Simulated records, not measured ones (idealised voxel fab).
Name of the process module below: voxel released beams
Displayed cross-section: cut, width of 145 nm, square cells sized 5 nm.
In this document a cross-section is written as a grid of square cells. It is given as a series of bands, listed from the top down, and a band is one or more rows of cells.
First you get the band's top height and its bottom height, in nm, and then the materials it's made of, left to right, with each width in nm. If you see a single material with "all across", that one covers the band edge to edge. "blank" is empty space.
Basically, 0 is our baseline, since under it the wafer straight out of the box is all one material. The bottom band has no lower end and keeps on going down, so it looks like "0 down".
The width entry "30..40" should be interpreted row by row: the top row of cells in the band takes the first number, the bottom row takes the second number, and the change between adjacent rows is uniform throughout.
When a step is marked "remains unaltered", none of the cells in the cross-section changed during that step.
Each empty space that has no open way to the top and spans at least 8 cells appears under "Closed void entries" as width x height at distance, the distance counted from the left edge, all in nm.
The remark found on a step's line after its settings is issued by the simulator itself and pertains to that step.
What "overlay nm" on a step's line means: if the step has a mask, that mask lay this far to the right of its planned place, or, when the value is negative, to the left.
-- Process steps (planned)
| 1 | RECEIVE (material Si) |
| 2 | CONFORMAL_DEP (material Al2O3; thk nm 5) |
| 3 | DIRECTIONAL_DEP (material SiO2; thk nm 15) |
| 4 | PATTERN (tone open; mask id ANCHOR; material resist; width nm 45; thk nm 15; overlay nm 0) |
| 5 | DIRECTIONAL_ETCH (etch materials SiO2; depth nm 15) |
| 6 | STRIP (etch materials resist) |
| 7 | CONFORMAL_DEP (material W; thk nm 15) |
| 8 | MASKED_ETCH (tone cover; mask id BEAM; width nm 95; etch materials W; depth nm 15; overlay nm 0) |
| 9 | STRIP (etch materials SiO2) |
-- first wafer, as planned
-- So this is the incoming wafer in cross-section - it's already been through step 1
* 0 down  Si all across
* Closed void entries: none
-- after step 2
* 5 to 0  Al2O3 all across
* At heights below 0, the structure remains unaltered.
-- after step 3
* 20 to 5  SiO2 all across
* At heights below 5, the structure remains unaltered.
-- after step 4
* 35 to 20  resist: 25, then blank: 45, then resist: 75
* At heights below 20, the structure remains unaltered.
-- after step 5
* 35 to 20  resist: 25, then blank: 45, then resist: 75
* 20 to 5  SiO2: 25, then blank: 45, then SiO2: 75
* At heights below 5, the structure remains unaltered.
-- after step 6
* 20 to 5  SiO2: 25, then blank: 45, then SiO2: 75
* At heights below 5, the structure remains unaltered.
-- after step 7
* 35 to 20  W: 40, then blank: 15, then W: 90
* 20 to 5  SiO2: 25, then W: 45, then SiO2: 75
* At heights below 5, the structure remains unaltered.
-- after step 8
* 35 to 20  blank: 20, then W: 20, then blank: 15, then W: 60, then blank: 30
* At heights below 20, the structure remains unaltered.
-- after step 9
* 35 to 20  blank: 20, then W: 20, then blank: 15, then W: 60, then blank: 30
* 20 to 5  blank: 25, then W: 45, then blank: 75
* At heights below 5, the structure remains unaltered.
-- For the second wafer, take the first wafer's start and plan, then add one mistake made in running it; everything through step 2, that step included, is shared with the first
-- What the second wafer looks like in cross-section when step 3 should have wrapped up
* 20 to 5  W all across
* At heights below 5, the structure remains unaltered.
-- What the second wafer looks like in cross-section when step 4 should have wrapped up
* 35 to 20  resist: 25, then blank: 45, then resist: 75
* At heights below 20, the structure remains unaltered.
What the second wafer looks like in cross-section when step 5 should have wrapped up: remains unaltered
-- What the second wafer looks like in cross-section when step 6 should have wrapped up
* 20 to 5  W all across
* At heights below 5, the structure remains unaltered.
-- What the second wafer looks like in cross-section when step 7 should have wrapped up
* 35 to 5  W all across
* At heights below 5, the structure remains unaltered.
-- What the second wafer looks like in cross-section when step 8 should have wrapped up
* 35 to 20  blank: 20, then W: 95, then blank: 30
* At heights below 20, the structure remains unaltered.
What the second wafer looks like in cross-section when step 9 should have wrapped up: remains unaltered
Nonconformance to the process plan: step 3 did not happen as planned, as run it was DIRECTIONAL_DEP (material W; thk nm 15)
Upon completion, the second wafer contains, in terms of cells, a greater or smaller amount of certain materials than the first wafer: W: 69 more
